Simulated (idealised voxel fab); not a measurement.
Process module under the name voxel self aligned contacts
FYI the section here is cut, 175 nm wide, cells are 5 nm squares.
When this document writes out a cross-section, it uses a grid of square cells and lists it as bands, beginning at the top and moving down, with a band standing for one or more rows of cells.
Band entry format. Leading values: height of top, height of bottom, nm. Remainder: materials in left-to-right order, each with its width in nm. Special words: "all across" on a single material, which then fills the band edge to edge; "blank", empty space.
Ref level 0: as-received wafer is one material below here. Bottom band extends down with no lower bound ("top 0, no bottom").
Read "30 to 40" as a graded width: first number on top, second number at the bottom, same change between each pair of neighbouring rows.
"remained the same" for a step: no cell of the cross-section changed in that step.
"Enclosed void inventory" specifies each empty space that is not open to the top and that occupies no fewer than 8 cells, using the form width x height at distance, the distance measured from the left edge and all three quantities in nm.
Note: text after step settings on the step line = simulator remark on that step.
overlay nm: step with mask; distance mask lay right of planned place; negative value = left of planned place.

**Process steps - plan**
1: RECEIVE (material Si)
2: CONFORMAL_DEP (material SiO2; thk nm 5)
3: DIRECTIONAL_DEP (material polySi; thk nm 20)
4: DIRECTIONAL_DEP (material SiN; thk nm 20)
5: MASKED_ETCH (tone cover; mask id GATE; width nm 35; pitch nm 65; etch materials SiN; depth nm 20; overlay nm 0)
6: MASKED_ETCH (tone cover; mask id GATE; width nm 35; pitch nm 65; etch materials polySi; depth nm 20; overlay nm 0)
7: CONFORMAL_DEP (material SiN; thk nm 5)
8: DIRECTIONAL_ETCH (etch materials SiN; depth nm 5)
9: FILL_DEP (material SiO2; thk nm 10)
10: CMP (height nm 50)
11: PATTERN (tone open; mask id CONTACT; material resist; width nm 40; thk nm 20; overlay nm 0)
12: DIRECTIONAL_ETCH (etch materials SiO2; depth nm 50)
13: STRIP (etch materials resist)
14: CONFORMAL_DEP (material TiN; thk nm 5)
15: FILL_DEP (material W; thk nm 10)
16: CMP (height nm 50)
17: CONFORMAL_DEP (material SiN; thk nm 5)

**Cross-section: wafer on arrival = after step 1**
  top 0, no bottom: Si all across
  Enclosed void inventory: none

**Post-module cross-section of the first of two wafers (run per plan)**
  top 55, bottom 50: SiN all across
  top 50, bottom 45: SiO2 (65)  TiN (15)  W (10)  TiN (15)  SiO2 (70)
  top 45, bottom 25: SiO2 (30)  SiN (45)  TiN (5)  W (10)  TiN (5)  SiN (45)  SiO2 (35)
  top 25, bottom 5: SiO2 (30)  SiN (5)  polySi (35)  SiN (5)  TiN (5)  W (10)  TiN (5)  SiN (5)  polySi (35)  SiN (5)  SiO2 (35)
  top 5, bottom 0: SiO2 (75)  TiN (20)  SiO2 (80)
  top 0, no bottom: Si all across
  Enclosed void inventory: none

**Second wafer cross-section at end of module - shared start and plan with the first, one mistake in the run**
  top 55, bottom 50: SiN all across
  top 50, bottom 45: SiO2 (70)  TiN (10)  W (10)  TiN (10)  SiO2 (75)
  top 45, bottom 25: SiO2 (30)  SiN (45)  TiN (5)  W (10)  TiN (5)  SiN (45)  SiO2 (35)
  top 25, bottom 5: SiO2 (30)  SiN (5)  polySi (35)  SiN (5)  TiN (5)  W (10)  TiN (5)  SiN (5)  polySi (35)  SiN (5)  SiO2 (35)
  top 5, bottom 0: SiO2 (75)  TiN (20)  SiO2 (80)
  top 0, no bottom: Si all across
  Enclosed void inventory: none
Want to know what went wrong? step 11 deviated from plan and actually ran as PATTERN (tone open; mask id CONTACT; material resist; width nm 30; thk nm 20; overlay nm 0)
Per the end-of-run cell counts, the second wafer holds more or fewer of some materials than the first: SiO2 +2, TiN -2
